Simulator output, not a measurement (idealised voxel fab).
This is a process module. Its name is voxel self aligned contacts.
It is cross-section cut that appears here, measuring 145 nm in width, its square cells being 5 nm in size.
In this document a cross-section is written as a grid of square cells. It is given as a series of bands, listed from the top down, and a band is one or more rows of cells. Band: top and bottom heights (nm) first, top before bottom; then materials from left to right, widths in nm. "throughout" marks a sole material filling the band edge to edge. "air" denotes empty space. Counting heights begins at 0, where everything beneath is, in the wafer as received, one material. The lowest band has no bottom; it goes on downwards, as "from 0 down" shows. Think of "30->40" as a width that walks from the first number to the second as you go down the band, top row to bottom row, taking equal-sized steps from row to row. The designation "remained the same", where it is given for a processing step, indicates that no cell of the cross-section was altered in the course of that step. Basically, "Closed empty spaces" tells you about the enclosed voids: empty spaces with no open way to the top, 8 cells or bigger, each written width x height at distance, where distance is from the left edge, all in nm. Where a step's line continues beyond its settings, the continuation is a remark by the simulator itself on that step. A step line may carry the setting "overlay nm", which, for steps involving a mask, states the distance by which the mask lay to the right of its intended position; negative values denote displacement to the left.

This section lists the process steps that were planned
1) RECEIVE, material Si
2) OXIDIZE, depth nm 5
3) DIRECTIONAL_DEP, material polySi, thk nm 30
4) DIRECTIONAL_DEP, material SiN, thk nm 20
5) PATTERN, tone cover, mask id GATE, material resist, width nm 30, pitch nm 75, thk nm 15, overlay nm 0
6) DIRECTIONAL_ETCH, etch materials SiN, depth nm 20
7) DIRECTIONAL_ETCH, etch materials polySi, depth nm 30
8) STRIP, etch materials resist
9) CONFORMAL_DEP, material SiN, thk nm 10
10) DIRECTIONAL_ETCH, etch materials SiN, depth nm 10
11) FILL_DEP, material SiO2, thk nm 15
12) CMP, height nm 55
13) MASKED_ETCH, tone open, mask id CONTACT, width nm 55, etch materials SiO2, depth nm 60, overlay nm 0
14) CONFORMAL_DEP, material TiN, thk nm 5
15) FILL_DEP, material Ru, thk nm 10
16) CMP, height nm 55
17) CONFORMAL_DEP, material SiN, thk nm 5

Account of the first of two wafers, which was processed as intended

Cross-section of the incoming wafer, state after step 1
- from 0 down = Si throughout
- Closed empty spaces: none

After step 2: wafer cross-section
- from 0 to -5 = SiO2 throughout
- Nothing below the height -5 has changed.

After step 3: wafer cross-section
- from 30 to 0 = polySi throughout
- Nothing below the height 0 has changed.

After step 4: wafer cross-section
- from 50 to 30 = SiN throughout
- Nothing below the height 30 has changed.

After step 5: wafer cross-section
- from 65 to 50 = 20 nm air | 30 nm resist | 45 nm air | 30 nm resist | 20 nm air
- Nothing below the height 50 has changed.

After step 6: wafer cross-section
- from 65 to 50 = 20 nm air | 30 nm resist | 45 nm air | 30 nm resist | 20 nm air
- from 50 to 30 = 20 nm air | 30 nm SiN | 45 nm air | 30 nm SiN | 20 nm air
- Nothing below the height 30 has changed.

After step 7: wafer cross-section
- from 65 to 50 = 20 nm air | 30 nm resist | 45 nm air | 30 nm resist | 20 nm air
- from 50 to 30 = 20 nm air | 30 nm SiN | 45 nm air | 30 nm SiN | 20 nm air
- from 30 to 0 = 20 nm air | 30 nm polySi | 45 nm air | 30 nm polySi | 20 nm air
- Nothing below the height 0 has changed.

After step 8: wafer cross-section
- from 50 to 30 = 20 nm air | 30 nm SiN | 45 nm air | 30 nm SiN | 20 nm air
- Nothing below the height 30 has changed.

After step 9: wafer cross-section
- from 60 to 30 = 10 nm air | 50 nm SiN | 25 nm air | 50 nm SiN | 10 nm air
- from 30 to 10 = 10 nm air | 10 nm SiN | 30 nm polySi | 10 nm SiN | 25 nm air | 10 nm SiN | 30 nm polySi | 10 nm SiN | 10 nm air
- from 10 to 0 = 20 nm SiN | 30 nm polySi | 45 nm SiN | 30 nm polySi | 20 nm SiN
- Nothing below the height 0 has changed.

After step 10: wafer cross-section
- from 50 to 30 = 10 nm air | 50 nm SiN | 25 nm air | 50 nm SiN | 10 nm air
- from 30 to 0 = 10 nm air | 10 nm SiN | 30 nm polySi | 10 nm SiN | 25 nm air | 10 nm SiN | 30 nm polySi | 10 nm SiN | 10 nm air
- Nothing below the height 0 has changed.

After step 11: wafer cross-section
- from 65 to 50 = SiO2 throughout
- from 50 to 30 = 10 nm SiO2 | 50 nm SiN | 25 nm SiO2 | 50 nm SiN | 10 nm SiO2
- from 30 to 0 = 10 nm SiO2 | 10 nm SiN | 30 nm polySi | 10 nm SiN | 25 nm SiO2 | 10 nm SiN | 30 nm polySi | 10 nm SiN | 10 nm SiO2
- Nothing below the height 0 has changed.

After step 12: wafer cross-section
- from 55 to 50 = SiO2 throughout
- Nothing below the height 50 has changed.

After step 13: wafer cross-section
- from 55 to 50 = 45 nm SiO2 | 55 nm air | 45 nm SiO2
- from 50 to 30 = 10 nm SiO2 | 50 nm SiN | 25 nm air | 50 nm SiN | 10 nm SiO2
- from 30 to 0 = 10 nm SiO2 | 10 nm SiN | 30 nm polySi | 10 nm SiN | 25 nm air | 10 nm SiN | 30 nm polySi | 10 nm SiN | 10 nm SiO2
- from 0 to -5 = 60 nm SiO2 | 25 nm air | 60 nm SiO2
- Nothing below the height -5 has changed.

After step 14: wafer cross-section
- from 60 to 55 = 50 nm TiN | 45 nm air | 50 nm TiN
- from 55 to 50 = 45 nm SiO2 | 20 nm TiN | 15 nm air | 20 nm TiN | 45 nm SiO2
- from 50 to 30 = 10 nm SiO2 | 50 nm SiN | 5 nm TiN | 15 nm air | 5 nm TiN | 50 nm SiN | 10 nm SiO2
- from 30 to 0 = 10 nm SiO2 | 10 nm SiN | 30 nm polySi | 10 nm SiN | 5 nm TiN | 15 nm air | 5 nm TiN | 10 nm SiN | 30 nm polySi | 10 nm SiN | 10 nm SiO2
- from 0 to -5 = 60 nm SiO2 | 25 nm TiN | 60 nm SiO2
- Nothing below the height -5 has changed.

After step 15: wafer cross-section
- from 70 to 60 = Ru throughout
- from 60 to 55 = 50 nm TiN | 45 nm Ru | 50 nm TiN
- from 55 to 50 = 45 nm SiO2 | 20 nm TiN | 15 nm Ru | 20 nm TiN | 45 nm SiO2
- from 50 to 30 = 10 nm SiO2 | 50 nm SiN | 5 nm TiN | 15 nm Ru | 5 nm TiN | 50 nm SiN | 10 nm SiO2
- from 30 to 0 = 10 nm SiO2 | 10 nm SiN | 30 nm polySi | 10 nm SiN | 5 nm TiN | 15 nm Ru | 5 nm TiN | 10 nm SiN | 30 nm polySi | 10 nm SiN | 10 nm SiO2
- Nothing below the height 0 has changed.

After step 16: wafer cross-section
- from 55 to 50 = 45 nm SiO2 | 20 nm TiN | 15 nm Ru | 20 nm TiN | 45 nm SiO2
- Nothing below the height 50 has changed.

After step 17: wafer cross-section
- from 60 to 55 = SiN throughout
- Nothing below the height 55 has changed.

Second wafer. Start and plan as for the first. One mistake made in running. Agrees with the first up to and including step 12

Cross-sectional view of the second wafer at the intended end time of process step 13
- from 55 to 50 = 50 nm SiO2 | 45 nm air | 50 nm SiO2
- from 50 to 30 = 10 nm SiO2 | 50 nm SiN | 25 nm air | 50 nm SiN | 10 nm SiO2
- from 30 to 0 = 10 nm SiO2 | 10 nm SiN | 30 nm polySi | 10 nm SiN | 25 nm air | 10 nm SiN | 30 nm polySi | 10 nm SiN | 10 nm SiO2
- from 0 to -5 = 60 nm SiO2 | 25 nm air | 60 nm SiO2
- Nothing below the height -5 has changed.

Cross-sectional view of the second wafer at the intended end time of process step 14
- from 60 to 55 = 55 nm TiN | 35 nm air | 55 nm TiN
- from 55 to 50 = 50 nm SiO2 | 15 nm TiN | 15 nm air | 15 nm TiN | 50 nm SiO2
- from 50 to 30 = 10 nm SiO2 | 50 nm SiN | 5 nm TiN | 15 nm air | 5 nm TiN | 50 nm SiN | 10 nm SiO2
- from 30 to 0 = 10 nm SiO2 | 10 nm SiN | 30 nm polySi | 10 nm SiN | 5 nm TiN | 15 nm air | 5 nm TiN | 10 nm SiN | 30 nm polySi | 10 nm SiN | 10 nm SiO2
- from 0 to -5 = 60 nm SiO2 | 25 nm TiN | 60 nm SiO2
- Nothing below the height -5 has changed.

Cross-sectional view of the second wafer at the intended end time of process step 15
- from 70 to 60 = Ru throughout
- from 60 to 55 = 55 nm TiN | 35 nm Ru | 55 nm TiN
- from 55 to 50 = 50 nm SiO2 | 15 nm TiN | 15 nm Ru | 15 nm TiN | 50 nm SiO2
- from 50 to 30 = 10 nm SiO2 | 50 nm SiN | 5 nm TiN | 15 nm Ru | 5 nm TiN | 50 nm SiN | 10 nm SiO2
- from 30 to 0 = 10 nm SiO2 | 10 nm SiN | 30 nm polySi | 10 nm SiN | 5 nm TiN | 15 nm Ru | 5 nm TiN | 10 nm SiN | 30 nm polySi | 10 nm SiN | 10 nm SiO2
- Nothing below the height 0 has changed.

Cross-sectional view of the second wafer at the intended end time of process step 16
- from 55 to 50 = 50 nm SiO2 | 15 nm TiN | 15 nm Ru | 15 nm TiN | 50 nm SiO2
- Nothing below the height 50 has changed.

Cross-sectional view of the second wafer at the intended end time of process step 17
- from 60 to 55 = SiN throughout
- Nothing below the height 55 has changed.
Misprocessing identified: the process deviated at step 13: the operation and settings actually run there were MASKED_ETCH, tone open, mask id CONTACT, width nm 45, etch materials SiO2, depth nm 60, overlay nm 0
Cell-count delta at end, second wafer over first, by material: SiO2: 2 more; TiN: 2 fewer
